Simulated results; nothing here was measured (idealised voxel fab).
process module | voxel spacer lines
cross-section cut | 260 nm wide | cells 5 nm
A cross-section is a grid of square cells, given in bands from the top down. A band is one or more rows of cells.
Each band's line starts with the height of the band's top and of its bottom, in nm. Then come its materials from left to right, each with its width in nm. One material with "throughout" fills the band from edge to edge. "air" is empty space.
Height 0 is the level under which the wafer as received is all one material. The lowest band goes on downwards, as in "0 down".
A width such as "30 to 40" changes by the same amount from each row of cells to the next, from the band's top row to its bottom row.
"no change" after a step means that no cell of the cross-section changed.
closed voids: empty space of 8 cells or more with no open way to the top, each as width x height at its distance from the left edge, in nm
after a step's settings: what the simulator itself notes on the step
overlay nm, on a step with a mask: how far to the right of its planned place the mask lay; to the left if negative
plan
1 op RECEIVE | material Si
2 op CONFORMAL_DEP | material Al2O3 | thk nm 5
3 op DIRECTIONAL_DEP | material SiN | thk nm 10
4 op DIRECTIONAL_DEP | material aC | thk nm 20
5 op PATTERN | tone cover | mask id MANDREL | material resist | width nm 25 | pitch nm 70 | thk nm 30 | overlay nm 0
6 op DIRECTIONAL_ETCH | etch materials aC | depth nm 20
7 op STRIP | etch materials resist
8 op CONFORMAL_DEP | material SiO2 | thk nm 10
9 op DIRECTIONAL_ETCH | etch materials SiO2 | depth nm 10
10 op STRIP | etch materials aC
11 op DIRECTIONAL_ETCH | etch materials SiN | depth nm 10
12 op STRIP | etch materials SiO2
13 op FILL_DEP | material SiO2 | thk nm 10
14 op CMP | height nm 15
first wafer, as planned
as received, after step 1
  0 down: Si throughout
  closed voids: none
after step 2
  5 to 0: Al2O3 throughout
  below 0: unchanged
after step 3
  15 to 5: SiN throughout
  below 5: unchanged
after step 4
  35 to 15: aC throughout
  below 15: unchanged
after step 5
  65 to 35: air 45 | resist 25 | air 45 | resist 25 | air 45 | resist 25 | air 50
  below 35: unchanged
after step 6
  45 to 35: air 45 | resist 25 | air 45 | resist 25 | air 45 | resist 25 | air 50
  35 to 15: air 45 | aC 25 | air 45 | aC 25 | air 45 | aC 25 | air 50
  below 15: unchanged
after step 7
  35 to 15: air 45 | aC 25 | air 45 | aC 25 | air 45 | aC 25 | air 50
  below 15: unchanged
after step 8
  45 to 35: air 35 | SiO2 45 | air 25 | SiO2 45 | air 25 | SiO2 45 | air 40
  35 to 25: air 35 | SiO2 10 | aC 25 | SiO2 10 | air 25 | SiO2 10 | aC 25 | SiO2 10 | air 25 | SiO2 10 | aC 25 | SiO2 10 | air 40
  25 to 15: SiO2 45 | aC 25 | SiO2 45 | aC 25 | SiO2 45 | aC 25 | SiO2 50
  below 15: unchanged
after step 9
  35 to 15: air 35 | SiO2 10 | aC 25 | SiO2 10 | air 25 | SiO2 10 | aC 25 | SiO2 10 | air 25 | SiO2 10 | aC 25 | SiO2 10 | air 40
  below 15: unchanged
after step 10
  35 to 15: air 35 | SiO2 10 | air 25 | SiO2 10 | air 25 | SiO2 10 | air 25 | SiO2 10 | air 25 | SiO2 10 | air 25 | SiO2 10 | air 40
  below 15: unchanged
after step 11
  35 to 15: air 35 | SiO2 10 | air 25 | SiO2 10 | air 25 | SiO2 10 | air 25 | SiO2 10 | air 25 | SiO2 10 | air 25 | SiO2 10 | air 40
  15 to 5: air 35 | SiN 10 | air 25 | SiN 10 | air 25 | SiN 10 | air 25 | SiN 10 | air 25 | SiN 10 | air 25 | SiN 10 | air 40
  below 5: unchanged
after step 12
  15 to 5: air 35 | SiN 10 | air 25 | SiN 10 | air 25 | SiN 10 | air 25 | SiN 10 | air 25 | SiN 10 | air 25 | SiN 10 | air 40
  below 5: unchanged
after step 13
  25 to 15: SiO2 throughout
  15 to 5: SiO2 35 | SiN 10 | SiO2 25 | SiN 10 | SiO2 25 | SiN 10 | SiO2 25 | SiN 10 | SiO2 25 | SiN 10 | SiO2 25 | SiN 10 | SiO2 40
  below 5: unchanged
after step 14
  15 to 5: SiO2 35 | SiN 10 | SiO2 25 | SiN 10 | SiO2 25 | SiN 10 | SiO2 25 | SiN 10 | SiO2 25 | SiN 10 | SiO2 25 | SiN 10 | SiO2 40
  below 5: unchanged
second wafer: like start, like plan, one mistake. Through step 4 it matches the first wafer
when step 5 should have ended
  65 to 35: air 45 | resist 30 | air 40 | resist 30 | air 40 | resist 30 | air 45
  below 35: unchanged
when step 6 should have ended
  45 to 35: air 45 | resist 30 | air 40 | resist 30 | air 40 | resist 30 | air 45
  35 to 15: air 45 | aC 30 | air 40 | aC 30 | air 40 | aC 30 | air 45
  below 15: unchanged
when step 7 should have ended
  35 to 15: air 45 | aC 30 | air 40 | aC 30 | air 40 | aC 30 | air 45
  below 15: unchanged
when step 8 should have ended
  45 to 35: air 35 | SiO2 50 | air 20 | SiO2 50 | air 20 | SiO2 50 | air 35
  35 to 25: air 35 | SiO2 10 | aC 30 | SiO2 10 | air 20 | SiO2 10 | aC 30 | SiO2 10 | air 20 | SiO2 10 | aC 30 | SiO2 10 | air 35
  25 to 15: SiO2 45 | aC 30 | SiO2 40 | aC 30 | SiO2 40 | aC 30 | SiO2 45
  below 15: unchanged
when step 9 should have ended
  35 to 15: air 35 | SiO2 10 | aC 30 | SiO2 10 | air 20 | SiO2 10 | aC 30 | SiO2 10 | air 20 | SiO2 10 | aC 30 | SiO2 10 | air 35
  below 15: unchanged
when step 10 should have ended
  35 to 15: air 35 | SiO2 10 | air 30 | SiO2 10 | air 20 | SiO2 10 | air 30 | SiO2 10 | air 20 | SiO2 10 | air 30 | SiO2 10 | air 35
  below 15: unchanged
when step 11 should have ended
  35 to 15: air 35 | SiO2 10 | air 30 | SiO2 10 | air 20 | SiO2 10 | air 30 | SiO2 10 | air 20 | SiO2 10 | air 30 | SiO2 10 | air 35
  15 to 5: air 35 | SiN 10 | air 30 | SiN 10 | air 20 | SiN 10 | air 30 | SiN 10 | air 20 | SiN 10 | air 30 | SiN 10 | air 35
  below 5: unchanged
when step 12 should have ended
  15 to 5: air 35 | SiN 10 | air 30 | SiN 10 | air 20 | SiN 10 | air 30 | SiN 10 | air 20 | SiN 10 | air 30 | SiN 10 | air 35
  below 5: unchanged
when step 13 should have ended
  25 to 15: SiO2 throughout
  15 to 5: SiO2 35 | SiN 10 | SiO2 30 | SiN 10 | SiO2 20 | SiN 10 | SiO2 30 | SiN 10 | SiO2 20 | SiN 10 | SiO2 30 | SiN 10 | SiO2 35
  below 5: unchanged
when step 14 should have ended
  15 to 5: SiO2 35 | SiN 10 | SiO2 30 | SiN 10 | SiO2 20 | SiN 10 | SiO2 30 | SiN 10 | SiO2 20 | SiN 10 | SiO2 30 | SiN 10 | SiO2 35
  below 5: unchanged
what went wrong: step 5 ran as: op PATTERN | tone cover | mask id MANDREL | material resist | width nm 30 | pitch nm 70 | thk nm 30 | overlay nm 0
at the end the second wafer has, in cells: as many of each material as the first, in other places
